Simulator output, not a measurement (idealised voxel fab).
The name of this process module is voxel tone inversion.
For reference, the cross-section in this document is cut, with width 200 nm and square cells of 5 nm.
Notation: cross-section as square-cell grid; stated in bands, top first, going down; one or more cell rows per band.
In this notation a band is specified by the heights of its top and bottom, in that order and in nm, after which its materials appear from left to right, each paired with its width in nm. The word "throughout" attached to a single material means that material fills the band from edge to edge; the word "blank" stands for empty space.
Heights are reckoned from 0. Under this level, the received wafer is all of one material. The bottommost band is open-ended downward, for example "top 0, no bottom".
Think of "30->40" as a width that walks from the first number to the second as you go down the band, top row to bottom row, taking equal-sized steps from row to row.
It should be understood that the words "no change", when stated for a given step, signify that the cross-section underwent no change in any of its cells during that step.
"Enclosed void listing" means: voids of 8 cells or more that are shut off from the top with no open way through. Written width x height at distance, distance from the left edge, in nm.
On a step's line, text after the settings is the simulator commenting on that step.
overlay nm: for a step with a mask, the amount by which the mask lay right of where it was planned; a negative amount means left of it.
THE PROCESS STEPS THAT WERE PLANNED ARE LISTED BELOW
1. RECEIVE,material Si
2. CONFORMAL_DEP,material SiN,thk nm 5
3. DIRECTIONAL_DEP,material aC,thk nm 20
4. PATTERN,tone cover,mask id POSTS,material resist,width nm 20,pitch nm 35,thk nm 30,overlay nm 0
5. DIRECTIONAL_ETCH,etch materials aC,depth nm 20
6. STRIP,etch materials resist
7. FILL_DEP,material SiO2,thk nm 10
8. CMP,height nm 25
9. STRIP,etch materials aC
10. CONFORMAL_DEP,material TiN,thk nm 5
11. FILL_DEP,material W,thk nm 10
12. CMP,height nm 25
13. CONFORMAL_DEP,material SiCN,thk nm 5
AS-RECEIVED WAFER CROSS-SECTION (AFTER STEP 1)
* top 0, no bottom: Si throughout
* Enclosed void listing: none
CROSS-SECTION, END OF MODULE. START: AS ABOVE. PLAN: AS ABOVE. EXECUTION: ONE MISTAKE
* top 25, bottom 20: SiCN throughout
* top 20, bottom 10: SiO2 (55) | TiN (5) | W (10) | TiN (5) | SiO2 (15) | TiN (5) | W (10) | TiN (5) | SiO2 (15) | TiN (5) | W (10) | TiN (5) | SiO2 (55)
* top 10, bottom 5: SiO2 (55) | TiN (20) | SiO2 (15) | TiN (20) | SiO2 (15) | TiN (20) | SiO2 (55)
* top 5, bottom 0: SiN throughout
* top 0, no bottom: Si throughout
* Enclosed void listing: none
The plan and the run diverged here: step 12 did not use the planned setting and instead ran as CMP,height nm 20
